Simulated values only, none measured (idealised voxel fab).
Process module, titled voxel self aligned contacts
Displayed cross-section: cut, width of 160 nm, square cells sized 5 nm.
Format of a cross-section: grid, square cells. Given as bands. Order: top down. Band: one or more rows of cells. Within each band entry, the heights of the top and of the bottom of the band appear first, in that order and in nm; the materials of the band then follow from left to right, each with its corresponding width in nm. The designation "everywhere" on a single material indicates that it fills the band from edge to edge; the designation "air" indicates empty space. Heights are expressed relative to 0, this being the level below which the as-received wafer comprises one material exclusively. The lowest band is unbounded in the downward direction and is denoted as in "from 0 down". With a width like "30..40", each row of cells in the band differs from the next by the same amount, the top row carrying the first number and the bottom row the second. For the purposes of this document, the phrase "no modification" attached to a step denotes that no cell within the cross-section was modified by that step. So "Voids lacking openings" is basically the list of trapped voids: any empty space of 8 cells or more that can't reach the top through an opening. They're written width x height at distance, the distance being from the left edge, and it's all nm. If you see something after the settings on a step's line, that's the simulator's own remark about that step. Steps that use a mask can have "overlay nm" on their line. It says how far the mask sat to the right of where it was meant to be. Negative means to the left.
Set out below are the planned steps of the process:
- 1: RECEIVE | material Si
- 2: OXIDIZE | depth nm 5
- 3: DIRECTIONAL_DEP | material polySi | thk nm 25
- 4: DIRECTIONAL_DEP | material SiN | thk nm 20
- 5: PATTERN | tone cover | mask id GATE | material resist | width nm 35 | pitch nm 70 | thk nm 15 | overlay nm 0
- 6: DIRECTIONAL_ETCH | etch materials SiN | depth nm 20
- 7: DIRECTIONAL_ETCH | etch materials polySi | depth nm 25
- 8: STRIP | etch materials resist
- 9: CONFORMAL_DEP | material SiN | thk nm 5
- 10: DIRECTIONAL_ETCH | etch materials SiN | depth nm 5
- 11: FILL_DEP | material SiO2 | thk nm 15
- 12: CMP | height nm 50
- 13: PATTERN | tone open | mask id CONTACT | material resist | width nm 45 | thk nm 15 | overlay nm 0
- 14: DIRECTIONAL_ETCH | etch materials SiO2 | depth nm 55
- 15: STRIP | etch materials resist
- 16: CONFORMAL_DEP | material TiN | thk nm 5
- 17: FILL_DEP | material Ru | thk nm 10
- 18: CMP | height nm 50
- 19: CONFORMAL_DEP | material SiN | thk nm 5
So this is the incoming wafer in cross-section - it's already been through step 1:
> from 0 down: Si everywhere
> Voids lacking openings: none
Cross-section taken at module completion on the first of two wafers; processed per the plan:
> from 55 to 50: SiN everywhere
> from 50 to 45: 55 SiO2; 15 TiN; 15 Ru; 15 TiN; 60 SiO2
> from 45 to 25: 20 SiO2; 45 SiN; 5 TiN; 15 Ru; 5 TiN; 45 SiN; 25 SiO2
> from 25 to 0: 20 SiO2; 5 SiN; 35 polySi; 5 SiN; 5 TiN; 15 Ru; 5 TiN; 5 SiN; 35 polySi; 5 SiN; 25 SiO2
> from 0 to -5: 65 SiO2; 25 TiN; 70 SiO2
> from -5 down: Si everywhere
> Voids lacking openings: none
Here's the second of our two wafers sectioned at module end. Same start as the first, same plan, but one mistake got made running it:
> from 55 to 50: SiN everywhere
> from 50 to 45: polySi everywhere
> from 45 to 25: 20 polySi; 45 SiN; 25 polySi; 45 SiN; 25 polySi
> from 25 to 0: 20 polySi; 5 SiN; 35 polySi; 5 SiN; 25 polySi; 5 SiN; 35 polySi; 5 SiN; 25 polySi
> from 0 to -5: SiO2 everywhere
> from -5 down: Si everywhere
> Voids lacking openings: none
Heads up, the wafer didn't run the way we planned it: heads up, step 11 didn't go per plan, it actually ran as FILL_DEP | material polySi | thk nm 15
Heads up, by the end the second wafer has more or fewer cells of some materials compared to the first: Ru -30; SiO2 -99; TiN -29; polySi +158
